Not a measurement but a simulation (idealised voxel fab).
process module | voxel capacitor over wiring
The cross-section shown here is cut; it is 170 nm wide and divided into square cells measuring 5 nm on a side.
When this document writes out a cross-section, it uses a grid of square cells and lists it as bands, beginning at the top and moving down, with a band standing for one or more rows of cells.
Heights first: top, then bottom, in nm. Then materials, left to right, each with a width in nm. "full width" on a single material: fills the band edge to edge. "air": empty space.
Counting heights begins at 0, where everything beneath is, in the wafer as received, one material. The lowest band has no bottom; it goes on downwards, as "0 nm and below" shows.
Note: "30->40" means the width goes from the first number (top row of the band) to the second number (bottom row) in equal steps per row of cells.
Any step labelled "changes: none" changed none of the cells in the cross-section.
If an empty space has no open way to the top and is at least 8 cells in size, "Closed internal cavities" lists it, written width x height at distance, where distance is measured from the left edge and every value is in nm.
Anything after a step's settings on that line? It's the simulator's own note about the step.
overlay nm, on a step with a mask: how far to the right of its planned place the mask lay; to the left if negative
Note: before/after cross-section pairs follow, one process step per pair, after-side truncated at the lowest changed band, step and settings given beneath. Different runs of this module on the same starting wafer may supply the pairs; a pair continues the one above only where the "Pre-step geometry" entry says so.

Pre-step geometry
0 nm and below: Si full width
Closed internal cavities: none

Step Result
10 nm to 0 nm: SiO2 full width
Rest of section, below 0: as before.
Closed internal cavities: none
The before and after cross-sections above are linked by op CONFORMAL_DEP | material SiO2 | thk nm 10

Pre-step geometry: For the state before this step, see the after cross-section of the pair located directly above.

Step Result
15 nm to 10 nm: SiN full width
Rest of section, below 10: as before.
Closed internal cavities: none
The before and after cross-sections above are linked by op CONFORMAL_DEP | material SiN | thk nm 5

Pre-step geometry: For the state before this step, see the after cross-section of the pair located directly above.

Step Result
35 nm to 15 nm: lowk full width
Rest of section, below 15: as before.
Closed internal cavities: none
The before and after cross-sections above are linked by op DIRECTIONAL_DEP | material lowk | thk nm 20

Pre-step geometry: For the state before this step, see the after cross-section of the pair located directly above.

Step Result
55 nm to 35 nm: 25 nm resist; 25 nm air; 65 nm resist; 25 nm air; 30 nm resist
Rest of section, below 35: as before.
Closed internal cavities: none
The before and after cross-sections above are linked by op PATTERN | tone open | mask id METAL_1 | material resist | width nm 25 | pitch nm 90 | thk nm 20 | overlay nm 0

Pre-step geometry: For the state before this step, see the after cross-section of the pair located directly above.

Step Result
55 nm to 35 nm: 25 nm resist; 25 nm air; 65 nm resist; 25 nm air; 30 nm resist
35 nm to 15 nm: 25 nm lowk; 25 nm air; 65 nm lowk; 25 nm air; 30 nm lowk
Rest of section, below 15: as before.
Closed internal cavities: none
The before and after cross-sections above are linked by op DIRECTIONAL_ETCH | etch materials lowk | depth nm 20

Pre-step geometry: For the state before this step, see the after cross-section of the pair located directly above.

Step Result
55 nm to 35 nm: 25 nm resist; 25 nm air; 65 nm resist; 25 nm air; 30 nm resist
35 nm to 15 nm: 25 nm lowk; 25 nm air; 65 nm lowk; 25 nm air; 30 nm lowk
15 nm to 10 nm: 25 nm SiN; 25 nm air; 65 nm SiN; 25 nm air; 30 nm SiN
Rest of section, below 10: as before.
Closed internal cavities: none
The before and after cross-sections above are linked by op DIRECTIONAL_ETCH | etch materials SiN | depth nm 5

Pre-step geometry: For the state before this step, see the after cross-section of the pair located directly above.

Step Result
35 nm to 15 nm: 25 nm lowk; 25 nm air; 65 nm lowk; 25 nm air; 30 nm lowk
Rest of section, below 15: as before.
Closed internal cavities: none
The before and after cross-sections above are linked by op STRIP | etch materials resist

Pre-step geometry: For the state before this step, see the after cross-section of the pair located directly above.

Step Result
40 nm to 35 nm: 30 nm TiN; 15 nm air; 75 nm TiN; 15 nm air; 35 nm TiN
35 nm to 15 nm: 25 nm lowk; 5 nm TiN; 15 nm air; 5 nm TiN; 65 nm lowk; 5 nm TiN; 15 nm air; 5 nm TiN; 30 nm lowk
15 nm to 10 nm: 25 nm SiN; 25 nm TiN; 65 nm SiN; 25 nm TiN; 30 nm SiN
Rest of section, below 10: as before.
Closed internal cavities: none
The before and after cross-sections above are linked by op CONFORMAL_DEP | material TiN | thk nm 5

Pre-step geometry: For the state before this step, see the after cross-section of the pair located directly above.

Step Result
45 nm to 40 nm: Ru full width
40 nm to 35 nm: 30 nm TiN; 15 nm Ru; 75 nm TiN; 15 nm Ru; 35 nm TiN
35 nm to 15 nm: 25 nm lowk; 5 nm TiN; 15 nm Ru; 5 nm TiN; 65 nm lowk; 5 nm TiN; 15 nm Ru; 5 nm TiN; 30 nm lowk
Rest of section, below 15: as before.
Closed internal cavities: none
The before and after cross-sections above are linked by op FILL_DEP | material Ru | thk nm 5

Pre-step geometry: For the state before this step, see the after cross-section of the pair located directly above.

Step Result
35 nm to 15 nm: 25 nm lowk; 5 nm TiN; 15 nm Ru; 5 nm TiN; 65 nm lowk; 5 nm TiN; 15 nm Ru; 5 nm TiN; 30 nm lowk
Rest of section, below 15: as before.
Closed internal cavities: none
The before and after cross-sections above are linked by op CMP | height nm 35

Pre-step geometry: For the state before this step, see the after cross-section of the pair located directly above.

Step Result
40 nm to 35 nm: SiCN full width
Rest of section, below 35: as before.
Closed internal cavities: none
The before and after cross-sections above are linked by op CONFORMAL_DEP | material SiCN | thk nm 5

Pre-step geometry: For the state before this step, see the after cross-section of the pair located directly above.

Step Result
60 nm to 40 nm: lowk full width
Rest of section, below 40: as before.
Closed internal cavities: none
The before and after cross-sections above are linked by op DIRECTIONAL_DEP | material lowk | thk nm 20

Pre-step geometry: For the state before this step, see the after cross-section of the pair located directly above.

Step Result
60 nm to 40 nm: 35 nm lowk; 15 nm air; 120 nm lowk
Rest of section, below 40: as before.
Closed internal cavities: none
The before and after cross-sections above are linked by op MASKED_ETCH | tone open | mask id PLUG_1 | width nm 15 | etch materials lowk | depth nm 20 | overlay nm 0

Pre-step geometry: For the state before this step, see the after cross-section of the pair located directly above.

Step Result
60 nm to 40 nm: 35 nm lowk; 15 nm air; 120 nm lowk
40 nm to 35 nm: 35 nm SiCN; 15 nm air; 120 nm SiCN
Rest of section, below 35: as before.
Closed internal cavities: none
The before and after cross-sections above are linked by op MASKED_ETCH | tone open | mask id PLUG_1 | width nm 15 | etch materials SiCN | depth nm 5 | overlay nm 0

Pre-step geometry: For the state before this step, see the after cross-section of the pair located directly above.

Step Result
65 nm to 60 nm: 40 nm TiN; 5 nm air; 125 nm TiN
60 nm to 40 nm: 35 nm lowk; 5 nm TiN; 5 nm air; 5 nm TiN; 120 nm lowk
40 nm to 35 nm: 35 nm SiCN; 15 nm TiN; 120 nm SiCN
Rest of section, below 35: as before.
Closed internal cavities: none
The before and after cross-sections above are linked by op CONFORMAL_DEP | material TiN | thk nm 5

Pre-step geometry: For the state before this step, see the after cross-section of the pair located directly above.

Step Result
70 nm to 65 nm: Ru full width
65 nm to 60 nm: 40 nm TiN; 5 nm Ru; 125 nm TiN
60 nm to 40 nm: 35 nm lowk; 5 nm TiN; 5 nm Ru; 5 nm TiN; 120 nm lowk
Rest of section, below 40: as before.
Closed internal cavities: none
The before and after cross-sections above are linked by op FILL_DEP | material Ru | thk nm 5

Pre-step geometry: For the state before this step, see the after cross-section of the pair located directly above.

Step Result
60 nm to 40 nm: 35 nm lowk; 5 nm TiN; 5 nm Ru; 5 nm TiN; 120 nm lowk
Rest of section, below 40: as before.
Closed internal cavities: none
The before and after cross-sections above are linked by op CMP | height nm 60

Pre-step geometry: For the state before this step, see the after cross-section of the pair located directly above.

Step Result
65 nm to 60 nm: TiN full width
Rest of section, below 60: as before.
Closed internal cavities: none
The before and after cross-sections above are linked by op DIRECTIONAL_DEP | material TiN | thk nm 5

Pre-step geometry: For the state before this step, see the after cross-section of the pair located directly above.

Step Result
70 nm to 65 nm: SiN full width
Rest of section, below 65: as before.
Closed internal cavities: none
The before and after cross-sections above are linked by op DIRECTIONAL_DEP | material SiN | thk nm 5

Pre-step geometry: For the state before this step, see the after cross-section of the pair located directly above.

Step Result
80 nm to 70 nm: TiN full width
Rest of section, below 70: as before.
Closed internal cavities: none
The before and after cross-sections above are linked by op DIRECTIONAL_DEP | material TiN | thk nm 10

Pre-step geometry: For the state before this step, see the after cross-section of the pair located directly above.

Step Result
80 nm to 70 nm: 35 nm air; 70 nm TiN; 65 nm air
Rest of section, below 70: as before.
Closed internal cavities: none
The before and after cross-sections above are linked by op MASKED_ETCH | tone cover | mask id UPPER_PLATE | width nm 70 | etch materials TiN | depth nm 10 | overlay nm 0

Pre-step geometry: For the state before this step, see the after cross-section of the pair located directly above.

Step Result
80 nm to 70 nm: 35 nm air; 70 nm TiN; 65 nm air
70 nm to 65 nm: 35 nm air; 70 nm SiN; 65 nm air
Rest of section, below 65: as before.
Closed internal cavities: none
The before and after cross-sections above are linked by op MASKED_ETCH | tone cover | mask id UPPER_PLATE | width nm 70 | etch materials SiN | depth nm 5 | overlay nm 0

Pre-step geometry: For the state before this step, see the after cross-section of the pair located directly above.

Step Result
80 nm to 70 nm: 35 nm air; 70 nm TiN; 65 nm air
70 nm to 65 nm: 35 nm air; 70 nm SiN; 65 nm air
65 nm to 60 nm: 30 nm air; 80 nm TiN; 60 nm air
Rest of section, below 60: as before.
Closed internal cavities: none
The before and after cross-sections above are linked by op MASKED_ETCH | tone cover | mask id LOWER_PLATE | width nm 80 | etch materials TiN | depth nm 5 | overlay nm 0

Pre-step geometry: For the state before this step, see the after cross-section of the pair located directly above.

Step Result
100 nm to 80 nm: SiO2 full width
80 nm to 70 nm: 35 nm SiO2; 70 nm TiN; 65 nm SiO2
70 nm to 65 nm: 35 nm SiO2; 70 nm SiN; 65 nm SiO2
65 nm to 60 nm: 30 nm SiO2; 80 nm TiN; 60 nm SiO2
Rest of section, below 60: as before.
Closed internal cavities: none
The before and after cross-sections above are linked by op FILL_DEP | material SiO2 | thk nm 20

Pre-step geometry: For the state before this step, see the after cross-section of the pair located directly above.

Step Result
95 nm to 80 nm: SiO2 full width
Rest of section, below 80: as before.
Closed internal cavities: none
The before and after cross-sections above are linked by op CMP | height nm 95

Pre-step geometry: For the state before this step, see the after cross-section of the pair located directly above.

Step Result
110 nm to 95 nm: 45 nm resist; 15 nm air; 110 nm resist
Rest of section, below 95: as before.
Closed internal cavities: none
The before and after cross-sections above are linked by op PATTERN | tone open | mask id PLUG_2 | material resist | width nm 15 | thk nm 15 | overlay nm 0

Pre-step geometry: For the state before this step, see the after cross-section of the pair located directly above.

Step Result
110 nm to 95 nm: 45 nm resist; 15 nm air; 110 nm resist
95 nm to 80 nm: 45 nm SiO2; 15 nm air; 110 nm SiO2
Rest of section, below 80: as before.
Closed internal cavities: none
The before and after cross-sections above are linked by op DIRECTIONAL_ETCH | etch materials SiO2 | depth nm 15

Pre-step geometry: For the state before this step, see the after cross-section of the pair located directly above.

Step Result
95 nm to 80 nm: 45 nm SiO2; 15 nm air; 110 nm SiO2
Rest of section, below 80: as before.
Closed internal cavities: none
The before and after cross-sections above are linked by op STRIP | etch materials resist

Pre-step geometry: For the state before this step, see the after cross-section of the pair located directly above.

Step Result
100 nm to 95 nm: 50 nm TiN; 5 nm air; 115 nm TiN
95 nm to 85 nm: 45 nm SiO2; 5 nm TiN; 5 nm air; 5 nm TiN; 110 nm SiO2
85 nm to 80 nm: 45 nm SiO2; 15 nm TiN; 110 nm SiO2
Rest of section, below 80: as before.
Closed internal cavities: none
The before and after cross-sections above are linked by op CONFORMAL_DEP | material TiN | thk nm 5

Pre-step geometry: For the state before this step, see the after cross-section of the pair located directly above.

Step Result
105 nm to 100 nm: Ru full width
100 nm to 95 nm: 50 nm TiN; 5 nm Ru; 115 nm TiN
95 nm to 85 nm: 45 nm SiO2; 5 nm TiN; 5 nm Ru; 5 nm TiN; 110 nm SiO2
Rest of section, below 85: as before.
Closed internal cavities: none
The before and after cross-sections above are linked by op FILL_DEP | material Ru | thk nm 5

Pre-step geometry: For the state before this step, see the after cross-section of the pair located directly above.

Step Result
95 nm to 85 nm: 45 nm SiO2; 5 nm TiN; 5 nm Ru; 5 nm TiN; 110 nm SiO2
Rest of section, below 85: as before.
Closed internal cavities: none
The before and after cross-sections above are linked by op CMP | height nm 95

Pre-step geometry: For the state before this step, see the after cross-section of the pair located directly above.

Step Result
100 nm to 95 nm: SiCN full width
Rest of section, below 95: as before.
Closed internal cavities: none
The before and after cross-sections above are linked by op CONFORMAL_DEP | material SiCN | thk nm 5

Pre-step geometry
10 nm to 0 nm: SiO2 full width
0 nm and below: Si full width
Closed internal cavities: none

Step Result
30 nm to 10 nm: lowk full width
Rest of section, below 10: as before.
Closed internal cavities: none
The before and after cross-sections above are linked by op DIRECTIONAL_DEP | material lowk | thk nm 20

Pre-step geometry: For the state before this step, see the after cross-section of the pair located directly above.

Step Result
50 nm to 30 nm: 25 nm resist; 25 nm air; 65 nm resist; 25 nm air; 30 nm resist
Rest of section, below 30: as before.
Closed internal cavities: none
The before and after cross-sections above are linked by op PATTERN | tone open | mask id METAL_1 | material resist | width nm 25 | pitch nm 90 | thk nm 20 | overlay nm 0

Pre-step geometry: For the state before this step, see the after cross-section of the pair located directly above.

Step Result
50 nm to 30 nm: 25 nm resist; 25 nm air; 65 nm resist; 25 nm air; 30 nm resist
30 nm to 10 nm: 25 nm lowk; 25 nm air; 65 nm lowk; 25 nm air; 30 nm lowk
Rest of section, below 10: as before.
Closed internal cavities: none
The before and after cross-sections above are linked by op DIRECTIONAL_ETCH | etch materials lowk | depth nm 20

Pre-step geometry: For the state before this step, see the after cross-section of the pair located directly above.

Step Result
30 nm to 10 nm: 25 nm lowk; 25 nm air; 65 nm lowk; 25 nm air; 30 nm lowk
Rest of section, below 10: as before.
Closed internal cavities: none
The before and after cross-sections above are linked by op STRIP | etch materials resist

Pre-step geometry: For the state before this step, see the after cross-section of the pair located directly above.

Step Result
35 nm to 30 nm: 30 nm TiN; 15 nm air; 75 nm TiN; 15 nm air; 35 nm TiN
30 nm to 15 nm: 25 nm lowk; 5 nm TiN; 15 nm air; 5 nm TiN; 65 nm lowk; 5 nm TiN; 15 nm air; 5 nm TiN; 30 nm lowk
15 nm to 10 nm: 25 nm lowk; 25 nm TiN; 65 nm lowk; 25 nm TiN; 30 nm lowk
Rest of section, below 10: as before.
Closed internal cavities: none
The before and after cross-sections above are linked by op CONFORMAL_DEP | material TiN | thk nm 5

Pre-step geometry: For the state before this step, see the after cross-section of the pair located directly above.

Step Result
40 nm to 35 nm: Ru full width
35 nm to 30 nm: 30 nm TiN; 15 nm Ru; 75 nm TiN; 15 nm Ru; 35 nm TiN
30 nm to 15 nm: 25 nm lowk; 5 nm TiN; 15 nm Ru; 5 nm TiN; 65 nm lowk; 5 nm TiN; 15 nm Ru; 5 nm TiN; 30 nm lowk
Rest of section, below 15: as before.
Closed internal cavities: none
The before and after cross-sections above are linked by op FILL_DEP | material Ru | thk nm 5

Pre-step geometry: For the state before this step, see the after cross-section of the pair located directly above.

Step Result
35 nm to 30 nm: 30 nm TiN; 15 nm Ru; 75 nm TiN; 15 nm Ru; 35 nm TiN
Rest of section, below 30: as before.
Closed internal cavities: none
The before and after cross-sections above are linked by op CMP | height nm 35

Pre-step geometry: For the state before this step, see the after cross-section of the pair located directly above.

Step Result
40 nm to 35 nm: SiCN full width
Rest of section, below 35: as before.
Closed internal cavities: none
The before and after cross-sections above are linked by op CONFORMAL_DEP | material SiCN | thk nm 5

Pre-step geometry: For the state before this step, see the after cross-section of the pair located directly above.

Step Result
60 nm to 40 nm: lowk full width
Rest of section, below 40: as before.
Closed internal cavities: none
The before and after cross-sections above are linked by op DIRECTIONAL_DEP | material lowk | thk nm 20

Pre-step geometry: For the state before this step, see the after cross-section of the pair located directly above.

Step Result
60 nm to 40 nm: 35 nm lowk; 15 nm air; 120 nm lowk
Rest of section, below 40: as before.
Closed internal cavities: none
The before and after cross-sections above are linked by op MASKED_ETCH | tone open | mask id PLUG_1 | width nm 15 | etch materials lowk | depth nm 20 | overlay nm 0

Pre-step geometry: For the state before this step, see the after cross-section of the pair located directly above.

Step Result
60 nm to 40 nm: 35 nm lowk; 15 nm air; 120 nm lowk
40 nm to 35 nm: 35 nm SiCN; 15 nm air; 120 nm SiCN
Rest of section, below 35: as before.
Closed internal cavities: none
The before and after cross-sections above are linked by op MASKED_ETCH | tone open | mask id PLUG_1 | width nm 15 | etch materials SiCN | depth nm 5 | overlay nm 0

Pre-step geometry: For the state before this step, see the after cross-section of the pair located directly above.

Step Result
65 nm to 60 nm: 40 nm TiN; 5 nm air; 125 nm TiN
60 nm to 40 nm: 35 nm lowk; 5 nm TiN; 5 nm air; 5 nm TiN; 120 nm lowk
40 nm to 35 nm: 35 nm SiCN; 15 nm TiN; 120 nm SiCN
Rest of section, below 35: as before.
Closed internal cavities: none
The before and after cross-sections above are linked by op CONFORMAL_DEP | material TiN | thk nm 5

Pre-step geometry: For the state before this step, see the after cross-section of the pair located directly above.

Step Result
70 nm to 65 nm: Ru full width
65 nm to 60 nm: 40 nm TiN; 5 nm Ru; 125 nm TiN
60 nm to 40 nm: 35 nm lowk; 5 nm TiN; 5 nm Ru; 5 nm TiN; 120 nm lowk
Rest of section, below 40: as before.
Closed internal cavities: none
The before and after cross-sections above are linked by op FILL_DEP | material Ru | thk nm 5

Pre-step geometry: For the state before this step, see the after cross-section of the pair located directly above.

Step Result
60 nm to 40 nm: 35 nm lowk; 5 nm TiN; 5 nm Ru; 5 nm TiN; 120 nm lowk
Rest of section, below 40: as before.
Closed internal cavities: none
The before and after cross-sections above are linked by op CMP | height nm 60

Pre-step geometry: For the state before this step, see the after cross-section of the pair located directly above.

Step Result
65 nm to 60 nm: TiN full width
Rest of section, below 60: as before.
Closed internal cavities: none
The before and after cross-sections above are linked by op DIRECTIONAL_DEP | material TiN | thk nm 5

Pre-step geometry: For the state before this step, see the after cross-section of the pair located directly above.

Step Result
70 nm to 65 nm: SiN full width
Rest of section, below 65: as before.
Closed internal cavities: none
The before and after cross-sections above are linked by op DIRECTIONAL_DEP | material SiN | thk nm 5

Pre-step geometry: For the state before this step, see the after cross-section of the pair located directly above.

Step Result
80 nm to 70 nm: TiN full width
Rest of section, below 70: as before.
Closed internal cavities: none
The before and after cross-sections above are linked by op DIRECTIONAL_DEP | material TiN | thk nm 10

Pre-step geometry: For the state before this step, see the after cross-section of the pair located directly above.

Step Result
80 nm to 70 nm: 35 nm air; 70 nm TiN; 65 nm air
Rest of section, below 70: as before.
Closed internal cavities: none
The before and after cross-sections above are linked by op MASKED_ETCH | tone cover | mask id UPPER_PLATE | width nm 70 | etch materials TiN | depth nm 10 | overlay nm 0

Pre-step geometry: For the state before this step, see the after cross-section of the pair located directly above.

Step Result
80 nm to 70 nm: 35 nm air; 70 nm TiN; 65 nm air
70 nm to 65 nm: 35 nm air; 70 nm SiN; 65 nm air
Rest of section, below 65: as before.
Closed internal cavities: none
The before and after cross-sections above are linked by op MASKED_ETCH | tone cover | mask id UPPER_PLATE | width nm 70 | etch materials SiN | depth nm 5 | overlay nm 0

Pre-step geometry: For the state before this step, see the after cross-section of the pair located directly above.

Step Result
80 nm to 70 nm: 35 nm air; 70 nm TiN; 65 nm air
70 nm to 65 nm: 35 nm air; 70 nm SiN; 65 nm air
65 nm to 60 nm: 30 nm air; 80 nm TiN; 60 nm air
Rest of section, below 60: as before.
Closed internal cavities: none
The before and after cross-sections above are linked by op MASKED_ETCH | tone cover | mask id LOWER_PLATE | width nm 80 | etch materials TiN | depth nm 5 | overlay nm 0

Pre-step geometry: For the state before this step, see the after cross-section of the pair located directly above.

Step Result
100 nm to 80 nm: SiO2 full width
80 nm to 70 nm: 35 nm SiO2; 70 nm TiN; 65 nm SiO2
70 nm to 65 nm: 35 nm SiO2; 70 nm SiN; 65 nm SiO2
65 nm to 60 nm: 30 nm SiO2; 80 nm TiN; 60 nm SiO2
Rest of section, below 60: as before.
Closed internal cavities: none
The before and after cross-sections above are linked by op FILL_DEP | material SiO2 | thk nm 20

Pre-step geometry: For the state before this step, see the after cross-section of the pair located directly above.

Step Result
95 nm to 80 nm: SiO2 full width
Rest of section, below 80: as before.
Closed internal cavities: none
The before and after cross-sections above are linked by op CMP | height nm 95

Pre-step geometry: For the state before this step, see the after cross-section of the pair located directly above.

Step Result
110 nm to 95 nm: 45 nm resist; 15 nm air; 110 nm resist
Rest of section, below 95: as before.
Closed internal cavities: none
The before and after cross-sections above are linked by op PATTERN | tone open | mask id PLUG_2 | material resist | width nm 15 | thk nm 15 | overlay nm 0

Pre-step geometry: For the state before this step, see the after cross-section of the pair located directly above.

Step Result
110 nm to 95 nm: 45 nm resist; 15 nm air; 110 nm resist
95 nm to 80 nm: 45 nm SiO2; 15 nm air; 110 nm SiO2
Rest of section, below 80: as before.
Closed internal cavities: none
The before and after cross-sections above are linked by op DIRECTIONAL_ETCH | etch materials SiO2 | depth nm 15

Pre-step geometry: For the state before this step, see the after cross-section of the pair located directly above.

Step Result
95 nm to 80 nm: 45 nm SiO2; 15 nm air; 110 nm SiO2
Rest of section, below 80: as before.
Closed internal cavities: none
The before and after cross-sections above are linked by op STRIP | etch materials resist

Pre-step geometry: For the state before this step, see the after cross-section of the pair located directly above.

Step Result
100 nm to 95 nm: 50 nm TiN; 5 nm air; 115 nm TiN
95 nm to 85 nm: 45 nm SiO2; 5 nm TiN; 5 nm air; 5 nm TiN; 110 nm SiO2
85 nm to 80 nm: 45 nm SiO2; 15 nm TiN; 110 nm SiO2
Rest of section, below 80: as before.
Closed internal cavities: none
The before and after cross-sections above are linked by op CONFORMAL_DEP | material TiN | thk nm 5

Pre-step geometry: For the state before this step, see the after cross-section of the pair located directly above.

Step Result
105 nm to 100 nm: Ru full width
100 nm to 95 nm: 50 nm TiN; 5 nm Ru; 115 nm TiN
95 nm to 85 nm: 45 nm SiO2; 5 nm TiN; 5 nm Ru; 5 nm TiN; 110 nm SiO2
Rest of section, below 85: as before.
Closed internal cavities: none
The before and after cross-sections above are linked by op FILL_DEP | material Ru | thk nm 5

Pre-step geometry: For the state before this step, see the after cross-section of the pair located directly above.

Step Result
95 nm to 85 nm: 45 nm SiO2; 5 nm TiN; 5 nm Ru; 5 nm TiN; 110 nm SiO2
Rest of section, below 85: as before.
Closed internal cavities: none
The before and after cross-sections above are linked by op CMP | height nm 95

Pre-step geometry: For the state before this step, see the after cross-section of the pair located directly above.

Step Result
100 nm to 95 nm: SiCN full width
Rest of section, below 95: as before.
Closed internal cavities: none
The before and after cross-sections above are linked by op CONFORMAL_DEP | material SiCN | thk nm 5

Pre-step geometry
65 nm to 60 nm: TiN full width
60 nm to 40 nm: 35 nm lowk; 5 nm TiN; 5 nm Ru; 5 nm TiN; 120 nm lowk
40 nm to 35 nm: 35 nm SiCN; 15 nm TiN; 120 nm SiCN
35 nm to 15 nm: 25 nm lowk; 5 nm TiN; 15 nm Ru; 5 nm TiN; 65 nm lowk; 5 nm TiN; 15 nm Ru; 5 nm TiN; 30 nm lowk
15 nm to 10 nm: 25 nm SiN; 25 nm TiN; 65 nm SiN; 25 nm TiN; 30 nm SiN
10 nm to 0 nm: SiO2 full width
0 nm and below: Si full width
Closed internal cavities: none

Step Result
75 nm to 60 nm: TiN full width
Rest of section, below 60: as before.
Closed internal cavities: none
The before and after cross-sections above are linked by op DIRECTIONAL_DEP | material TiN | thk nm 10

Pre-step geometry: For the state before this step, see the after cross-section of the pair located directly above.

Step Result
80 nm to 75 nm: SiN full width
Rest of section, below 75: as before.
Closed internal cavities: none
The before and after cross-sections above are linked by op DIRECTIONAL_DEP | material SiN | thk nm 5

Pre-step geometry: For the state before this step, see the after cross-section of the pair located directly above.

Step Result
80 nm to 75 nm: 35 nm air; 70 nm SiN; 65 nm air
Rest of section, below 75: as before.
Closed internal cavities: none
The before and after cross-sections above are linked by op MASKED_ETCH | tone cover | mask id UPPER_PLATE | width nm 70 | etch materials SiN | depth nm 5 | overlay nm 0

Pre-step geometry: For the state before this step, see the after cross-section of the pair located directly above.

Step Result
80 nm to 75 nm: 35 nm air; 70 nm SiN; 65 nm air
75 nm to 70 nm: 30 nm air; 80 nm TiN; 60 nm air
Rest of section, below 70: as before.
Closed internal cavities: none
The before and after cross-sections above are linked by op MASKED_ETCH | tone cover | mask id LOWER_PLATE | width nm 80 | etch materials TiN | depth nm 5 | overlay nm 0

Pre-step geometry: For the state before this step, see the after cross-section of the pair located directly above.

Step Result
100 nm to 80 nm: SiO2 full width
80 nm to 75 nm: 35 nm SiO2; 70 nm SiN; 65 nm SiO2
75 nm to 70 nm: 30 nm SiO2; 80 nm TiN; 60 nm SiO2
Rest of section, below 70: as before.
Closed internal cavities: none
The before and after cross-sections above are linked by op FILL_DEP | material SiO2 | thk nm 20

Pre-step geometry: For the state before this step, see the after cross-section of the pair located directly above.

Step Result
95 nm to 80 nm: SiO2 full width
Rest of section, below 80: as before.
Closed internal cavities: none
The before and after cross-sections above are linked by op CMP | height nm 95

Pre-step geometry: For the state before this step, see the after cross-section of the pair located directly above.

Step Result
110 nm to 95 nm: 45 nm resist; 15 nm air; 110 nm resist
Rest of section, below 95: as before.
Closed internal cavities: none
The before and after cross-sections above are linked by op PATTERN | tone open | mask id PLUG_2 | material resist | width nm 15 | thk nm 15 | overlay nm 0

Pre-step geometry: For the state before this step, see the after cross-section of the pair located directly above.

Step Result
110 nm to 95 nm: 45 nm resist; 15 nm air; 110 nm resist
95 nm to 80 nm: 45 nm SiO2; 15 nm air; 110 nm SiO2
Rest of section, below 80: as before.
Closed internal cavities: none
The before and after cross-sections above are linked by op DIRECTIONAL_ETCH | etch materials SiO2 | depth nm 15

Pre-step geometry: For the state before this step, see the after cross-section of the pair located directly above.

Step Result
95 nm to 80 nm: 45 nm SiO2; 15 nm air; 110 nm SiO2
Rest of section, below 80: as before.
Closed internal cavities: none
The before and after cross-sections above are linked by op STRIP | etch materials resist

Pre-step geometry: For the state before this step, see the after cross-section of the pair located directly above.

Step Result
100 nm to 95 nm: 50 nm TiN; 5 nm air; 115 nm TiN
95 nm to 85 nm: 45 nm SiO2; 5 nm TiN; 5 nm air; 5 nm TiN; 110 nm SiO2
85 nm to 80 nm: 45 nm SiO2; 15 nm TiN; 110 nm SiO2
Rest of section, below 80: as before.
Closed internal cavities: none
The before and after cross-sections above are linked by op CONFORMAL_DEP | material TiN | thk nm 5

Pre-step geometry: For the state before this step, see the after cross-section of the pair located directly above.

Step Result
105 nm to 100 nm: Ru full width
100 nm to 95 nm: 50 nm TiN; 5 nm Ru; 115 nm TiN
95 nm to 85 nm: 45 nm SiO2; 5 nm TiN; 5 nm Ru; 5 nm TiN; 110 nm SiO2
Rest of section, below 85: as before.
Closed internal cavities: none
The before and after cross-sections above are linked by op FILL_DEP | material Ru | thk nm 5

Pre-step geometry: For the state before this step, see the after cross-section of the pair located directly above.

Step Result
95 nm to 85 nm: 45 nm SiO2; 5 nm TiN; 5 nm Ru; 5 nm TiN; 110 nm SiO2
Rest of section, below 85: as before.
Closed internal cavities: none
The before and after cross-sections above are linked by op CMP | height nm 95

Pre-step geometry: For the state before this step, see the after cross-section of the pair located directly above.

Step Result
100 nm to 95 nm: SiCN full width
Rest of section, below 95: as before.
Closed internal cavities: none
The before and after cross-sections above are linked by op CONFORMAL_DEP | material SiCN | thk nm 5

Pre-step geometry
70 nm to 65 nm: Ru full width
65 nm to 60 nm: 40 nm TiN; 5 nm Ru; 125 nm TiN
60 nm to 40 nm: 35 nm lowk; 5 nm TiN; 5 nm Ru; 5 nm TiN; 120 nm lowk
40 nm to 35 nm: 35 nm SiCN; 15 nm TiN; 120 nm SiCN
35 nm to 15 nm: 25 nm lowk; 5 nm TiN; 15 nm Ru; 5 nm TiN; 65 nm lowk; 5 nm TiN; 15 nm Ru; 5 nm TiN; 30 nm lowk
15 nm to 10 nm: 25 nm SiN; 25 nm TiN; 65 nm SiN; 25 nm TiN; 30 nm SiN
10 nm to 0 nm: SiO2 full width
0 nm and below: Si full width
Closed internal cavities: none

Step Result
65 nm to 60 nm: 40 nm TiN; 5 nm Ru; 125 nm TiN
Rest of section, below 60: as before.
Closed internal cavities: none
The before and after cross-sections above are linked by op CMP | height nm 65

Pre-step geometry: For the state before this step, see the after cross-section of the pair located directly above.

Step Result
70 nm to 65 nm: TiN full width
Rest of section, below 65: as before.
Closed internal cavities: none
The before and after cross-sections above are linked by op DIRECTIONAL_DEP | material TiN | thk nm 5

Pre-step geometry: For the state before this step, see the after cross-section of the pair located directly above.

Step Result
75 nm to 70 nm: SiN full width
Rest of section, below 70: as before.
Closed internal cavities: none
The before and after cross-sections above are linked by op DIRECTIONAL_DEP | material SiN | thk nm 5

Pre-step geometry: For the state before this step, see the after cross-section of the pair located directly above.

Step Result
85 nm to 75 nm: TiN full width
Rest of section, below 75: as before.
Closed internal cavities: none
The before and after cross-sections above are linked by op DIRECTIONAL_DEP | material TiN | thk nm 10

Pre-step geometry: For the state before this step, see the after cross-section of the pair located directly above.

Step Result
85 nm to 75 nm: 35 nm air; 70 nm TiN; 65 nm air
Rest of section, below 75: as before.
Closed internal cavities: none
The before and after cross-sections above are linked by op MASKED_ETCH | tone cover | mask id UPPER_PLATE | width nm 70 | etch materials TiN | depth nm 10 | overlay nm 0

Pre-step geometry: For the state before this step, see the after cross-section of the pair located directly above.

Step Result
85 nm to 75 nm: 35 nm air; 70 nm TiN; 65 nm air
75 nm to 70 nm: 35 nm air; 70 nm SiN; 65 nm air
Rest of section, below 70: as before.
Closed internal cavities: none
The before and after cross-sections above are linked by op MASKED_ETCH | tone cover | mask id UPPER_PLATE | width nm 70 | etch materials SiN | depth nm 5 | overlay nm 0

Pre-step geometry: For the state before this step, see the after cross-section of the pair located directly above.

Step Result
85 nm to 75 nm: 35 nm air; 70 nm TiN; 65 nm air
75 nm to 70 nm: 35 nm air; 70 nm SiN; 65 nm air
70 nm to 65 nm: 30 nm air; 80 nm TiN; 60 nm air
Rest of section, below 65: as before.
Closed internal cavities: none
The before and after cross-sections above are linked by op MASKED_ETCH | tone cover | mask id LOWER_PLATE | width nm 80 | etch materials TiN | depth nm 5 | overlay nm 0
